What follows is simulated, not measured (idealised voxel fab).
Name of the process module below: voxel gate over fins
290 nm wide, 5 nm square cells: that's cross-section cut.
Cross-section layout: square cells on a grid; listed as bands, top to bottom; a band spans one or more cell rows. Quick guide to a band line: top height, bottom height (nm) up front; then every material left to right with its width in nm. Only one material and it's marked "full width"? Then it fills the band edge to edge. And "empty" just means empty space. Height datum 0, below which the as-received substrate wafer is one material. Lowest band open at the bottom, running downward: "0 -> down". It should be noted that a width expressed as "30..40" varies in equal increments from row to row of cells within the band, taking the value of the first number at the top row and that of the second number at the bottom row. You'll sometimes find "stayed the same" written for a step, and that's the way of saying that nowhere in the cross-section did a cell change during that step. "Fully sealed voids": sealed empty spaces, 8 cells or more, no open way to top, listed width x height at distance, with distance from the left edge and width, height and distance in nm. Anything after a step's settings on that line? It's the simulator's own note about the step. overlay nm: how far to the right of its planned place the mask lay on this masked step (negative: to the left).

**The process steps that were planned are listed below**
1,RECEIVE with material Si
2,CONFORMAL_DEP with material SiN, thk nm 10
3,DIRECTIONAL_DEP with material aC, thk nm 10
4,PATTERN with tone cover, mask id FINS, material resist, width nm 15, pitch nm 45, thk nm 30, overlay nm 0
5,DIRECTIONAL_ETCH with etch materials aC, depth nm 10
6,STRIP with etch materials resist
7,DIRECTIONAL_ETCH with etch materials SiN, depth nm 10
8,DIRECTIONAL_ETCH with etch materials Si, depth nm 40
9,STRIP with etch materials aC
10,OXIDIZE with depth nm 5
11,FILL_DEP with material SiO2, thk nm 5
12,CMP with height nm 10
13,SELECTIVE_ETCH with etch materials SiO2, depth nm 25
14,STRIP with etch materials SiN
15,CONFORMAL_DEP with material HfO2, thk nm 5
16,CONFORMAL_DEP with material TiN, thk nm 5
17,CONFORMAL_DEP with material TiAl, thk nm 5
18,CONFORMAL_DEP with material TiN, thk nm 5
19,FILL_DEP with material W, thk nm 10
20,CMP with height nm 25
21,CONFORMAL_DEP with material SiN, thk nm 5

**First of the two wafers, run per plan**

**Cross-section, incoming material, after step 1**
* 0 -> down = Si full width
* Fully sealed voids: none

**Wafer xsec, post step 2**
* 10 -> 0 = SiN full width
* Heights below 0 show no change.

**Wafer xsec, post step 3**
* 20 -> 10 = aC full width
* Heights below 10 show no change.

**Wafer xsec, post step 4**
* 50 -> 20 = 90 nm empty, 15 nm resist, 30 nm empty, 15 nm resist, 30 nm empty, 15 nm resist, 95 nm empty
* Heights below 20 show no change.

**Wafer xsec, post step 5**
* 40 -> 20 = 90 nm empty, 15 nm resist, 30 nm empty, 15 nm resist, 30 nm empty, 15 nm resist, 95 nm empty
* 20 -> 10 = 90 nm empty, 15 nm aC, 30 nm empty, 15 nm aC, 30 nm empty, 15 nm aC, 95 nm empty
* Heights below 10 show no change.

**Wafer xsec, post step 6**
* 20 -> 10 = 90 nm empty, 15 nm aC, 30 nm empty, 15 nm aC, 30 nm empty, 15 nm aC, 95 nm empty
* Heights below 10 show no change.

**Wafer xsec, post step 7**
* 20 -> 10 = 90 nm empty, 15 nm aC, 30 nm empty, 15 nm aC, 30 nm empty, 15 nm aC, 95 nm empty
* 10 -> 0 = 90 nm empty, 15 nm SiN, 30 nm empty, 15 nm SiN, 30 nm empty, 15 nm SiN, 95 nm empty
* Heights below 0 show no change.

**Wafer xsec, post step 8**
* 20 -> 10 = 90 nm empty, 15 nm aC, 30 nm empty, 15 nm aC, 30 nm empty, 15 nm aC, 95 nm empty
* 10 -> 0 = 90 nm empty, 15 nm SiN, 30 nm empty, 15 nm SiN, 30 nm empty, 15 nm SiN, 95 nm empty
* 0 -> -40 = 90 nm empty, 15 nm Si, 30 nm empty, 15 nm Si, 30 nm empty, 15 nm Si, 95 nm empty
* Heights below -40 show no change.

**Wafer xsec, post step 9**
* 10 -> 0 = 90 nm empty, 15 nm SiN, 30 nm empty, 15 nm SiN, 30 nm empty, 15 nm SiN, 95 nm empty
* Heights below 0 show no change.

**Wafer xsec, post step 10**
* 10 -> 0 = 90 nm empty, 15 nm SiN, 30 nm empty, 15 nm SiN, 30 nm empty, 15 nm SiN, 95 nm empty
* 0 -> -40 = 90 nm empty, 5 nm SiO2, 5 nm Si, 5 nm SiO2, 30 nm empty, 5 nm SiO2, 5 nm Si, 5 nm SiO2, 30 nm empty, 5 nm SiO2, 5 nm Si, 5 nm SiO2, 95 nm empty
* -40 -> -45 = 95 nm SiO2, 5 nm Si, 40 nm SiO2, 5 nm Si, 40 nm SiO2, 5 nm Si, 100 nm SiO2
* Heights below -45 show no change.

**Wafer xsec, post step 11**
* 15 -> 10 = SiO2 full width
* 10 -> 0 = 90 nm SiO2, 15 nm SiN, 30 nm SiO2, 15 nm SiN, 30 nm SiO2, 15 nm SiN, 95 nm SiO2
* 0 -> -45 = 95 nm SiO2, 5 nm Si, 40 nm SiO2, 5 nm Si, 40 nm SiO2, 5 nm Si, 100 nm SiO2
* Heights below -45 show no change.

**Wafer xsec, post step 12**
* 10 -> 0 = 90 nm SiO2, 15 nm SiN, 30 nm SiO2, 15 nm SiN, 30 nm SiO2, 15 nm SiN, 95 nm SiO2
* Heights below 0 show no change.

**Wafer xsec, post step 13**
* 10 -> 0 = 90 nm empty, 15 nm SiN, 30 nm empty, 15 nm SiN, 30 nm empty, 15 nm SiN, 95 nm empty
* 0 -> -15 = 95 nm empty, 5 nm Si, 40 nm empty, 5 nm Si, 40 nm empty, 5 nm Si, 100 nm empty
* Heights below -15 show no change.

**Wafer xsec, post step 14**
* 0 -> -15 = 95 nm empty, 5 nm Si, 40 nm empty, 5 nm Si, 40 nm empty, 5 nm Si, 100 nm empty
* Heights below -15 show no change.

**Wafer xsec, post step 15**
* 5 -> 0 = 90 nm empty, 15 nm HfO2, 30 nm empty, 15 nm HfO2, 30 nm empty, 15 nm HfO2, 95 nm empty
* 0 -> -10 = 90 nm empty, 5 nm HfO2, 5 nm Si, 5 nm HfO2, 30 nm empty, 5 nm HfO2, 5 nm Si, 5 nm HfO2, 30 nm empty, 5 nm HfO2, 5 nm Si, 5 nm HfO2, 95 nm empty
* -10 -> -15 = 95 nm HfO2, 5 nm Si, 40 nm HfO2, 5 nm Si, 40 nm HfO2, 5 nm Si, 100 nm HfO2
* Heights below -15 show no change.

**Wafer xsec, post step 16**
* 10 -> 5 = 85 nm empty, 25 nm TiN, 20 nm empty, 25 nm TiN, 20 nm empty, 25 nm TiN, 90 nm empty
* 5 -> 0 = 85 nm empty, 5 nm TiN, 15 nm HfO2, 5 nm TiN, 20 nm empty, 5 nm TiN, 15 nm HfO2, 5 nm TiN, 20 nm empty, 5 nm TiN, 15 nm HfO2, 5 nm TiN, 90 nm empty
* 0 -> -5 = 85 nm empty, 5 nm TiN, 5 nm HfO2, 5 nm Si, 5 nm HfO2, 5 nm TiN, 20 nm empty, 5 nm TiN, 5 nm HfO2, 5 nm Si, 5 nm HfO2, 5 nm TiN, 20 nm empty, 5 nm TiN, 5 nm HfO2, 5 nm Si, 5 nm HfO2, 5 nm TiN, 90 nm empty
* -5 -> -10 = 90 nm TiN, 5 nm HfO2, 5 nm Si, 5 nm HfO2, 30 nm TiN, 5 nm HfO2, 5 nm Si, 5 nm HfO2, 30 nm TiN, 5 nm HfO2, 5 nm Si, 5 nm HfO2, 95 nm TiN
* Heights below -10 show no change.

**Wafer xsec, post step 17**
* 15 -> 10 = 80 nm empty, 35 nm TiAl, 10 nm empty, 35 nm TiAl, 10 nm empty, 35 nm TiAl, 85 nm empty
* 10 -> 5 = 80 nm empty, 5 nm TiAl, 25 nm TiN, 5 nm TiAl, 10 nm empty, 5 nm TiAl, 25 nm TiN, 5 nm TiAl, 10 nm empty, 5 nm TiAl, 25 nm TiN, 5 nm TiAl, 85 nm empty
* 5 -> 0 = 80 nm empty, 5 nm TiAl, 5 nm TiN, 15 nm HfO2, 5 nm TiN, 5 nm TiAl, 10 nm empty, 5 nm TiAl, 5 nm TiN, 15 nm HfO2, 5 nm TiN, 5 nm TiAl, 10 nm empty, 5 nm TiAl, 5 nm TiN, 15 nm HfO2, 5 nm TiN, 5 nm TiAl, 85 nm empty
* 0 -> -5 = 85 nm TiAl, 5 nm TiN, 5 nm HfO2, 5 nm Si, 5 nm HfO2, 5 nm TiN, 20 nm TiAl, 5 nm TiN, 5 nm HfO2, 5 nm Si, 5 nm HfO2, 5 nm TiN, 20 nm TiAl, 5 nm TiN, 5 nm HfO2, 5 nm Si, 5 nm HfO2, 5 nm TiN, 90 nm TiAl
* Heights below -5 show no change.

**Wafer xsec, post step 18**
* 20 -> 15 = 75 nm empty, 135 nm TiN, 80 nm empty
* 15 -> 10 = 75 nm empty, 5 nm TiN, 35 nm TiAl, 10 nm TiN, 35 nm TiAl, 10 nm TiN, 35 nm TiAl, 5 nm TiN, 80 nm empty
* 10 -> 5 = 75 nm empty, 5 nm TiN, 5 nm TiAl, 25 nm TiN, 5 nm TiAl, 10 nm TiN, 5 nm TiAl, 25 nm TiN, 5 nm TiAl, 10 nm TiN, 5 nm TiAl, 25 nm TiN, 5 nm TiAl, 5 nm TiN, 80 nm empty
* 5 -> 0 = 80 nm TiN, 5 nm TiAl, 5 nm TiN, 15 nm HfO2, 5 nm TiN, 5 nm TiAl, 10 nm TiN, 5 nm TiAl, 5 nm TiN, 15 nm HfO2, 5 nm TiN, 5 nm TiAl, 10 nm TiN, 5 nm TiAl, 5 nm TiN, 15 nm HfO2, 5 nm TiN, 5 nm TiAl, 85 nm TiN
* Heights below 0 show no change.

**Wafer xsec, post step 19**
* 30 -> 20 = W full width
* 20 -> 15 = 75 nm W, 135 nm TiN, 80 nm W
* 15 -> 10 = 75 nm W, 5 nm TiN, 35 nm TiAl, 10 nm TiN, 35 nm TiAl, 10 nm TiN, 35 nm TiAl, 5 nm TiN, 80 nm W
* 10 -> 5 = 75 nm W, 5 nm TiN, 5 nm TiAl, 25 nm TiN, 5 nm TiAl, 10 nm TiN, 5 nm TiAl, 25 nm TiN, 5 nm TiAl, 10 nm TiN, 5 nm TiAl, 25 nm TiN, 5 nm TiAl, 5 nm TiN, 80 nm W
* Heights below 5 show no change.

**Wafer xsec, post step 20**
* 25 -> 20 = W full width
* Heights below 20 show no change.

**Wafer xsec, post step 21**
* 30 -> 25 = SiN full width
* Heights below 25 show no change.

**It is to be noted that the second wafer proceeded from the same initial state and according to the same plan as the first, although one mistake was committed in its execution; through step 3, inclusive, the two wafers share an identical history**

**Second wafer, sectioned view, at step 4's planned end time**
* 50 -> 20 = 90 nm resist, 15 nm empty, 30 nm resist, 15 nm empty, 30 nm resist, 15 nm empty, 95 nm resist
* Heights below 20 show no change.

**Second wafer, sectioned view, at step 5's planned end time**
* 40 -> 20 = 90 nm resist, 15 nm empty, 30 nm resist, 15 nm empty, 30 nm resist, 15 nm empty, 95 nm resist
* 20 -> 10 = 90 nm aC, 15 nm empty, 30 nm aC, 15 nm empty, 30 nm aC, 15 nm empty, 95 nm aC
* Heights below 10 show no change.

**Second wafer, sectioned view, at step 6's planned end time**
* 20 -> 10 = 90 nm aC, 15 nm empty, 30 nm aC, 15 nm empty, 30 nm aC, 15 nm empty, 95 nm aC
* Heights below 10 show no change.

**Second wafer, sectioned view, at step 7's planned end time**
* 20 -> 10 = 90 nm aC, 15 nm empty, 30 nm aC, 15 nm empty, 30 nm aC, 15 nm empty, 95 nm aC
* 10 -> 0 = 90 nm SiN, 15 nm empty, 30 nm SiN, 15 nm empty, 30 nm SiN, 15 nm empty, 95 nm SiN
* Heights below 0 show no change.

**Second wafer, sectioned view, at step 8's planned end time**
* 20 -> 10 = 90 nm aC, 15 nm empty, 30 nm aC, 15 nm empty, 30 nm aC, 15 nm empty, 95 nm aC
* 10 -> 0 = 90 nm SiN, 15 nm empty, 30 nm SiN, 15 nm empty, 30 nm SiN, 15 nm empty, 95 nm SiN
* 0 -> -40 = 90 nm Si, 15 nm empty, 30 nm Si, 15 nm empty, 30 nm Si, 15 nm empty, 95 nm Si
* Heights below -40 show no change.

**Second wafer, sectioned view, at step 9's planned end time**
* 10 -> 0 = 90 nm SiN, 15 nm empty, 30 nm SiN, 15 nm empty, 30 nm SiN, 15 nm empty, 95 nm SiN
* Heights below 0 show no change.

**Second wafer, sectioned view, at step 10's planned end time**
* 10 -> 0 = 90 nm SiN, 15 nm empty, 30 nm SiN, 15 nm empty, 30 nm SiN, 15 nm empty, 95 nm SiN
* 0 -> -40 = 85 nm Si, 5 nm SiO2, 15 nm empty, 5 nm SiO2, 20 nm Si, 5 nm SiO2, 15 nm empty, 5 nm SiO2, 20 nm Si, 5 nm SiO2, 15 nm empty, 5 nm SiO2, 90 nm Si
* -40 -> -45 = 85 nm Si, 25 nm SiO2, 20 nm Si, 25 nm SiO2, 20 nm Si, 25 nm SiO2, 90 nm Si
* Heights below -45 show no change.

**Second wafer, sectioned view, at step 11's planned end time**
* 15 -> 10 = SiO2 full width
* 10 -> 0 = 90 nm SiN, 15 nm SiO2, 30 nm SiN, 15 nm SiO2, 30 nm SiN, 15 nm SiO2, 95 nm SiN
* 0 -> -45 = 85 nm Si, 25 nm SiO2, 20 nm Si, 25 nm SiO2, 20 nm Si, 25 nm SiO2, 90 nm Si
* Heights below -45 show no change.

**Second wafer, sectioned view, at step 12's planned end time**
* 10 -> 0 = 90 nm SiN, 15 nm SiO2, 30 nm SiN, 15 nm SiO2, 30 nm SiN, 15 nm SiO2, 95 nm SiN
* Heights below 0 show no change.

**Second wafer, sectioned view, at step 13's planned end time**
* 10 -> 0 = 90 nm SiN, 15 nm empty, 30 nm SiN, 15 nm empty, 30 nm SiN, 15 nm empty, 95 nm SiN
* 0 -> -15 = 85 nm Si, 25 nm empty, 20 nm Si, 25 nm empty, 20 nm Si, 25 nm empty, 90 nm Si
* Heights below -15 show no change.

**Second wafer, sectioned view, at step 14's planned end time**
* 0 -> -15 = 85 nm Si, 25 nm empty, 20 nm Si, 25 nm empty, 20 nm Si, 25 nm empty, 90 nm Si
* Heights below -15 show no change.

**Second wafer, sectioned view, at step 15's planned end time**
* 5 -> 0 = 90 nm HfO2, 15 nm empty, 30 nm HfO2, 15 nm empty, 30 nm HfO2, 15 nm empty, 95 nm HfO2
* 0 -> -10 = 85 nm Si, 5 nm HfO2, 15 nm empty, 5 nm HfO2, 20 nm Si, 5 nm HfO2, 15 nm empty, 5 nm HfO2, 20 nm Si, 5 nm HfO2, 15 nm empty, 5 nm HfO2, 90 nm Si
* -10 -> -15 = 85 nm Si, 25 nm HfO2, 20 nm Si, 25 nm HfO2, 20 nm Si, 25 nm HfO2, 90 nm Si
* Heights below -15 show no change.

**Second wafer, sectioned view, at step 16's planned end time**
* 10 -> 5 = 95 nm TiN, 5 nm empty, 40 nm TiN, 5 nm empty, 40 nm TiN, 5 nm empty, 100 nm TiN
* 5 -> 0 = 90 nm HfO2, 5 nm TiN, 5 nm empty, 5 nm TiN, 30 nm HfO2, 5 nm TiN, 5 nm empty, 5 nm TiN, 30 nm HfO2, 5 nm TiN, 5 nm empty, 5 nm TiN, 95 nm HfO2
* 0 -> -5 = 85 nm Si, 5 nm HfO2, 5 nm TiN, 5 nm empty, 5 nm TiN, 5 nm HfO2, 20 nm Si, 5 nm HfO2, 5 nm TiN, 5 nm empty, 5 nm TiN, 5 nm HfO2, 20 nm Si, 5 nm HfO2, 5 nm TiN, 5 nm empty, 5 nm TiN, 5 nm HfO2, 90 nm Si
* -5 -> -10 = 85 nm Si, 5 nm HfO2, 15 nm TiN, 5 nm HfO2, 20 nm Si, 5 nm HfO2, 15 nm TiN, 5 nm HfO2, 20 nm Si, 5 nm HfO2, 15 nm TiN, 5 nm HfO2, 90 nm Si
* Heights below -10 show no change.

**Second wafer, sectioned view, at step 17's planned end time**
* 15 -> 10 = TiAl full width
* 10 -> 5 = 95 nm TiN, 5 nm TiAl, 40 nm TiN, 5 nm TiAl, 40 nm TiN, 5 nm TiAl, 100 nm TiN
* 5 -> 0 = 90 nm HfO2, 5 nm TiN, 5 nm TiAl, 5 nm TiN, 30 nm HfO2, 5 nm TiN, 5 nm TiAl, 5 nm TiN, 30 nm HfO2, 5 nm TiN, 5 nm TiAl, 5 nm TiN, 95 nm HfO2
* 0 -> -5 = 85 nm Si, 5 nm HfO2, 5 nm TiN, 5 nm TiAl, 5 nm TiN, 5 nm HfO2, 20 nm Si, 5 nm HfO2, 5 nm TiN, 5 nm TiAl, 5 nm TiN, 5 nm HfO2, 20 nm Si, 5 nm HfO2, 5 nm TiN, 5 nm TiAl, 5 nm TiN, 5 nm HfO2, 90 nm Si
* Heights below -5 show no change.

**Second wafer, sectioned view, at step 18's planned end time**
* 20 -> 15 = TiN full width
* Heights below 15 show no change.

**Second wafer, sectioned view, at step 19's planned end time**
* 30 -> 20 = W full width
* Heights below 20 show no change.

**Second wafer, sectioned view, at step 20's planned end time**
* 25 -> 20 = W full width
* Heights below 20 show no change.

**Second wafer, sectioned view, at step 21's planned end time**
* 30 -> 25 = SiN full width
* Heights below 25 show no change.
Processing error: step 4 was not run as planned; what actually ran was PATTERN with tone open, mask id FINS, material resist, width nm 15, pitch nm 45, thk nm 30, overlay nm 0
The second wafer ends with more or fewer cells of some materials than the first, per final count: 360 more of Si; 240 fewer of SiO2; 9 fewer of TiAl; 18 fewer of TiN; 93 fewer of W
